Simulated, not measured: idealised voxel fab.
The document below concerns the process module designated voxel capacitor over wiring.
Each square cell in cross-section cut measures 5 nm, and the section as a whole is 145 nm wide.
How to read a cross-section here: the picture is a grid of square cells, written as bands going from the top down, and any band can span one or more rows of cells.
For a band, the entry starts with two heights in nm, that of the top and then that of the bottom, and carries on with the band's materials in order from left to right, each alongside its width in nm; the word "full width" beside a single material means it fills the band edge to edge, and "blank" means empty space.
A quick word on heights: they are counted from 0, and under that level the wafer as it came to us is one material throughout. The lowest band is different from the rest in having no bottom; it simply continues downward, written as in "0 nm and below".
The two numbers in a width such as "30..40" mark its ends across the band: the first belongs to the top row of cells, the second to the bottom row, and from each row to the next the width moves by the same amount.
Reading "remained unchanged" for a step: not a cell of the cross-section changed in it.
"Enclosed internal voids" specifies each empty space that is not open to the top and that occupies no fewer than 8 cells, using the form width x height at distance, the distance measured from the left edge and all three quantities in nm.
after a step's settings: what the simulator itself notes on the step
overlay nm: step with mask; distance mask lay right of planned place; negative value = left of planned place.
This section lists the process steps that were planned
1) RECEIVE | material Si
2) CONFORMAL_DEP | material SiO2 | thk nm 10
3) CONFORMAL_DEP | material SiN | thk nm 5
4) DIRECTIONAL_DEP | material SiO2 | thk nm 15
5) PATTERN | tone open | mask id METAL_1 | material resist | width nm 20 | pitch nm 75 | thk nm 15 | overlay nm 0
6) DIRECTIONAL_ETCH | etch materials SiO2 | depth nm 15
7) DIRECTIONAL_ETCH | etch materials SiN | depth nm 5
8) STRIP | etch materials resist
9) CONFORMAL_DEP | material TiN | thk nm 5
10) FILL_DEP | material Cu | thk nm 5
11) CMP | height nm 30
12) CONFORMAL_DEP | material SiCN | thk nm 5
13) DIRECTIONAL_DEP | material SiO2 | thk nm 20
14) PATTERN | tone open | mask id PLUG_1 | material resist | width nm 15 | thk nm 15 | overlay nm 0
15) DIRECTIONAL_ETCH | etch materials SiO2 | depth nm 20
16) DIRECTIONAL_ETCH | etch materials SiCN | depth nm 5
17) STRIP | etch materials resist
18) CONFORMAL_DEP | material TiN | thk nm 5
19) FILL_DEP | material Cu | thk nm 10
20) CMP | height nm 55
21) DIRECTIONAL_DEP | material TiN | thk nm 5
22) DIRECTIONAL_DEP | material SiN | thk nm 5
23) DIRECTIONAL_DEP | material TiN | thk nm 5
24) PATTERN | tone cover | mask id UPPER_PLATE | material resist | width nm 60 | thk nm 15 | overlay nm 0
25) DIRECTIONAL_ETCH | etch materials TiN | depth nm 5
26) DIRECTIONAL_ETCH | etch materials SiN | depth nm 5
27) STRIP | etch materials resist
28) PATTERN | tone cover | mask id LOWER_PLATE | material resist | width nm 70 | thk nm 20 | overlay nm 0
29) DIRECTIONAL_ETCH | etch materials TiN | depth nm 5
30) STRIP | etch materials resist
31) FILL_DEP | material SiO2 | thk nm 20
32) CMP | height nm 85
33) PATTERN | tone open | mask id PLUG_2 | material resist | width nm 15 | thk nm 15 | overlay nm 0
34) DIRECTIONAL_ETCH | etch materials SiO2 | depth nm 15
35) STRIP | etch materials resist
36) CONFORMAL_DEP | material TiN | thk nm 5
37) FILL_DEP | material Ru | thk nm 10
38) CMP | height nm 85
39) CONFORMAL_DEP | material SiN | thk nm 5
First wafer out of two, processed as planned
As-received state of the wafer in cross-section, equivalent to post-step 1
    0 nm and below = Si full width
    Enclosed internal voids: none
How the wafer stands in section after step 2
    10 nm to 0 nm = SiO2 full width
    For the remainder of the cross-section, below 0, there is no change.
How the wafer stands in section after step 3
    15 nm to 10 nm = SiN full width
    For the remainder of the cross-section, below 10, there is no change.
How the wafer stands in section after step 4
    30 nm to 15 nm = SiO2 full width
    For the remainder of the cross-section, below 15, there is no change.
How the wafer stands in section after step 5
    45 nm to 30 nm = resist 25 / blank 20 / resist 55 / blank 20 / resist 25
    For the remainder of the cross-section, below 30, there is no change.
How the wafer stands in section after step 6
    45 nm to 30 nm = resist 25 / blank 20 / resist 55 / blank 20 / resist 25
    30 nm to 15 nm = SiO2 25 / blank 20 / SiO2 55 / blank 20 / SiO2 25
    For the remainder of the cross-section, below 15, there is no change.
How the wafer stands in section after step 7
    45 nm to 30 nm = resist 25 / blank 20 / resist 55 / blank 20 / resist 25
    30 nm to 15 nm = SiO2 25 / blank 20 / SiO2 55 / blank 20 / SiO2 25
    15 nm to 10 nm = SiN 25 / blank 20 / SiN 55 / blank 20 / SiN 25
    For the remainder of the cross-section, below 10, there is no change.
How the wafer stands in section after step 8
    30 nm to 15 nm = SiO2 25 / blank 20 / SiO2 55 / blank 20 / SiO2 25
    For the remainder of the cross-section, below 15, there is no change.
How the wafer stands in section after step 9
    35 nm to 30 nm = TiN 30 / blank 10 / TiN 65 / blank 10 / TiN 30
    30 nm to 15 nm = SiO2 25 / TiN 5 / blank 10 / TiN 5 / SiO2 55 / TiN 5 / blank 10 / TiN 5 / SiO2 25
    15 nm to 10 nm = SiN 25 / TiN 20 / SiN 55 / TiN 20 / SiN 25
    For the remainder of the cross-section, below 10, there is no change.
How the wafer stands in section after step 10
    40 nm to 35 nm = Cu full width
    35 nm to 30 nm = TiN 30 / Cu 10 / TiN 65 / Cu 10 / TiN 30
    30 nm to 15 nm = SiO2 25 / TiN 5 / Cu 10 / TiN 5 / SiO2 55 / TiN 5 / Cu 10 / TiN 5 / SiO2 25
    For the remainder of the cross-section, below 15, there is no change.
How the wafer stands in section after step 11
    30 nm to 15 nm = SiO2 25 / TiN 5 / Cu 10 / TiN 5 / SiO2 55 / TiN 5 / Cu 10 / TiN 5 / SiO2 25
    For the remainder of the cross-section, below 15, there is no change.
How the wafer stands in section after step 12
    35 nm to 30 nm = SiCN full width
    For the remainder of the cross-section, below 30, there is no change.
How the wafer stands in section after step 13
    55 nm to 35 nm = SiO2 full width
    For the remainder of the cross-section, below 35, there is no change.
How the wafer stands in section after step 14
    70 nm to 55 nm = resist 30 / blank 15 / resist 100
    For the remainder of the cross-section, below 55, there is no change.
How the wafer stands in section after step 15
    70 nm to 55 nm = resist 30 / blank 15 / resist 100
    55 nm to 35 nm = SiO2 30 / blank 15 / SiO2 100
    For the remainder of the cross-section, below 35, there is no change.
How the wafer stands in section after step 16
    70 nm to 55 nm = resist 30 / blank 15 / resist 100
    55 nm to 35 nm = SiO2 30 / blank 15 / SiO2 100
    35 nm to 30 nm = SiCN 30 / blank 15 / SiCN 100
    For the remainder of the cross-section, below 30, there is no change.
How the wafer stands in section after step 17
    55 nm to 35 nm = SiO2 30 / blank 15 / SiO2 100
    For the remainder of the cross-section, below 35, there is no change.
How the wafer stands in section after step 18
    60 nm to 55 nm = TiN 35 / blank 5 / TiN 105
    55 nm to 35 nm = SiO2 30 / TiN 5 / blank 5 / TiN 5 / SiO2 100
    35 nm to 30 nm = SiCN 30 / TiN 15 / SiCN 100
    For the remainder of the cross-section, below 30, there is no change.
How the wafer stands in section after step 19
    70 nm to 60 nm = Cu full width
    60 nm to 55 nm = TiN 35 / Cu 5 / TiN 105
    55 nm to 35 nm = SiO2 30 / TiN 5 / Cu 5 / TiN 5 / SiO2 100
    For the remainder of the cross-section, below 35, there is no change.
How the wafer stands in section after step 20
    55 nm to 35 nm = SiO2 30 / TiN 5 / Cu 5 / TiN 5 / SiO2 100
    For the remainder of the cross-section, below 35, there is no change.
How the wafer stands in section after step 21
    60 nm to 55 nm = TiN full width
    For the remainder of the cross-section, below 55, there is no change.
How the wafer stands in section after step 22
    65 nm to 60 nm = SiN full width
    For the remainder of the cross-section, below 60, there is no change.
How the wafer stands in section after step 23
    70 nm to 65 nm = TiN full width
    For the remainder of the cross-section, below 65, there is no change.
How the wafer stands in section after step 24
    85 nm to 70 nm = blank 30 / resist 60 / blank 55
    For the remainder of the cross-section, below 70, there is no change.
How the wafer stands in section after step 25
    85 nm to 70 nm = blank 30 / resist 60 / blank 55
    70 nm to 65 nm = blank 30 / TiN 60 / blank 55
    For the remainder of the cross-section, below 65, there is no change.
How the wafer stands in section after step 26
    85 nm to 70 nm = blank 30 / resist 60 / blank 55
    70 nm to 65 nm = blank 30 / TiN 60 / blank 55
    65 nm to 60 nm = blank 30 / SiN 60 / blank 55
    For the remainder of the cross-section, below 60, there is no change.
How the wafer stands in section after step 27
    70 nm to 65 nm = blank 30 / TiN 60 / blank 55
    For the remainder of the cross-section, below 65, there is no change.
How the wafer stands in section after step 28
    90 nm to 70 nm = blank 25 / resist 70 / blank 50
    70 nm to 65 nm = blank 25 / resist 5 / TiN 60 / resist 5 / blank 50
    65 nm to 60 nm = blank 25 / resist 5 / SiN 60 / resist 5 / blank 50
    For the remainder of the cross-section, below 60, there is no change.
How the wafer stands in section after step 29
    90 nm to 70 nm = blank 25 / resist 70 / blank 50
    70 nm to 65 nm = blank 25 / resist 5 / TiN 60 / resist 5 / blank 50
    65 nm to 60 nm = blank 25 / resist 5 / SiN 60 / resist 5 / blank 50
    60 nm to 55 nm = blank 25 / TiN 70 / blank 50
    For the remainder of the cross-section, below 55, there is no change.
How the wafer stands in section after step 30
    70 nm to 65 nm = blank 30 / TiN 60 / blank 55
    65 nm to 60 nm = blank 30 / SiN 60 / blank 55
    For the remainder of the cross-section, below 60, there is no change.
How the wafer stands in section after step 31
    90 nm to 70 nm = SiO2 full width
    70 nm to 65 nm = SiO2 30 / TiN 60 / SiO2 55
    65 nm to 60 nm = SiO2 30 / SiN 60 / SiO2 55
    60 nm to 55 nm = SiO2 25 / TiN 70 / SiO2 50
    For the remainder of the cross-section, below 55, there is no change.
How the wafer stands in section after step 32
    85 nm to 70 nm = SiO2 full width
    For the remainder of the cross-section, below 70, there is no change.
How the wafer stands in section after step 33
    100 nm to 85 nm = resist 40 / blank 15 / resist 90
    For the remainder of the cross-section, below 85, there is no change.
How the wafer stands in section after step 34
    100 nm to 85 nm = resist 40 / blank 15 / resist 90
    85 nm to 70 nm = SiO2 40 / blank 15 / SiO2 90
    For the remainder of the cross-section, below 70, there is no change.
How the wafer stands in section after step 35
    85 nm to 70 nm = SiO2 40 / blank 15 / SiO2 90
    For the remainder of the cross-section, below 70, there is no change.
How the wafer stands in section after step 36
    90 nm to 85 nm = TiN 45 / blank 5 / TiN 95
    85 nm to 75 nm = SiO2 40 / TiN 5 / blank 5 / TiN 5 / SiO2 90
    75 nm to 65 nm = SiO2 40..30 / TiN 15..60 / SiO2 90..55
    For the remainder of the cross-section, below 65, there is no change.
How the wafer stands in section after step 37
    100 nm to 90 nm = Ru full width
    90 nm to 85 nm = TiN 45 / Ru 5 / TiN 95
    85 nm to 75 nm = SiO2 40 / TiN 5 / Ru 5 / TiN 5 / SiO2 90
    For the remainder of the cross-section, below 75, there is no change.
How the wafer stands in section after step 38
    85 nm to 75 nm = SiO2 40 / TiN 5 / Ru 5 / TiN 5 / SiO2 90
    For the remainder of the cross-section, below 75, there is no change.
How the wafer stands in section after step 39
    90 nm to 85 nm = SiN full width
    For the remainder of the cross-section, below 85, there is no change.
It is to be noted that the second wafer proceeded from the same initial state and according to the same plan as the first, although one mistake was committed in its execution; through step 37, inclusive, the two wafers share an identical history
What the second wafer looks like in cross-section when step 38 should have wrapped up: remained unchanged
What the second wafer looks like in cross-section when step 39 should have wrapped up
    105 nm to 100 nm = SiN full width
    For the remainder of the cross-section, below 100, there is no change.
Which mistake was made when the wafer was run? step 38 was dropped from the plan's execution and never run
In the final state, the cell counts of the second wafer exceed or fall short of those of the first for the following materials: +59 Ru, +28 TiN
